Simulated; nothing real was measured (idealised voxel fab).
process module | voxel gate over fins
cross-section cut | 265 nm wide | cells 5 nm
A cross-section is a grid of square cells, given in bands from the top down. A band is one or more rows of cells.
Each band's line starts with the height of the band's top and of its bottom, in nm. Then come its materials from left to right, each with its width in nm. One material with "throughout" fills the band from edge to edge. "air" is empty space.
Height 0 is the level under which the wafer as received is all one material. The lowest band goes on downwards, as in "0 down".
A width such as "30 to 40" changes by the same amount from each row of cells to the next, from the band's top row to its bottom row.
"no change" after a step means that no cell of the cross-section changed.
closed voids: empty space of 8 cells or more with no open way to the top, each as width x height at its distance from the left edge, in nm
after a step's settings: what the simulator itself notes on the step
overlay nm, on a step with a mask: how far to the right of its planned place the mask lay; to the left if negative
plan
1 op RECEIVE | material Si
2 op CONFORMAL_DEP | material SiN | thk nm 5
3 op DIRECTIONAL_DEP | material aC | thk nm 10
4 op PATTERN | tone cover | mask id FINS | material resist | width nm 15 | pitch nm 40 | thk nm 30 | overlay nm 0
5 op DIRECTIONAL_ETCH | etch materials aC | depth nm 10
6 op STRIP | etch materials resist
7 op DIRECTIONAL_ETCH | etch materials SiN | depth nm 5
8 op DIRECTIONAL_ETCH | etch materials Si | depth nm 30
9 op STRIP | etch materials aC
10 op OXIDIZE | depth nm 5
11 op FILL_DEP | material SiO2 | thk nm 15
12 op CMP | height nm 5
13 op SELECTIVE_ETCH | etch materials SiO2 | depth nm 20
14 op STRIP | etch materials SiN
15 op CONFORMAL_DEP | material HfO2 | thk nm 5
16 op CONFORMAL_DEP | material TiN | thk nm 5
17 op FILL_DEP | material W | thk nm 15
18 op CMP | height nm 20
19 op CONFORMAL_DEP | material SiN | thk nm 10
varied across the wafers: width nm of step 4. The plan shows the first wafer's value. All wafers start alike
first wafer as received, after step 1
  0 down: Si throughout
  closed voids: none
each wafer at the end: cells of each material gained (+) or lost (-) since it was received, then its closed voids
width nm 15 | +65 HfO2 | -357 Si | +106 SiN | +204 SiO2 | +65 TiN | +235 W | closed voids: none
width nm 20 | +65 HfO2 | -343 Si | +106 SiN | +196 SiO2 | +65 TiN | +229 W | closed voids: none
width nm 25 | +65 HfO2 | -329 Si | +106 SiN | +188 SiO2 | +65 TiN | +223 W | closed voids: none
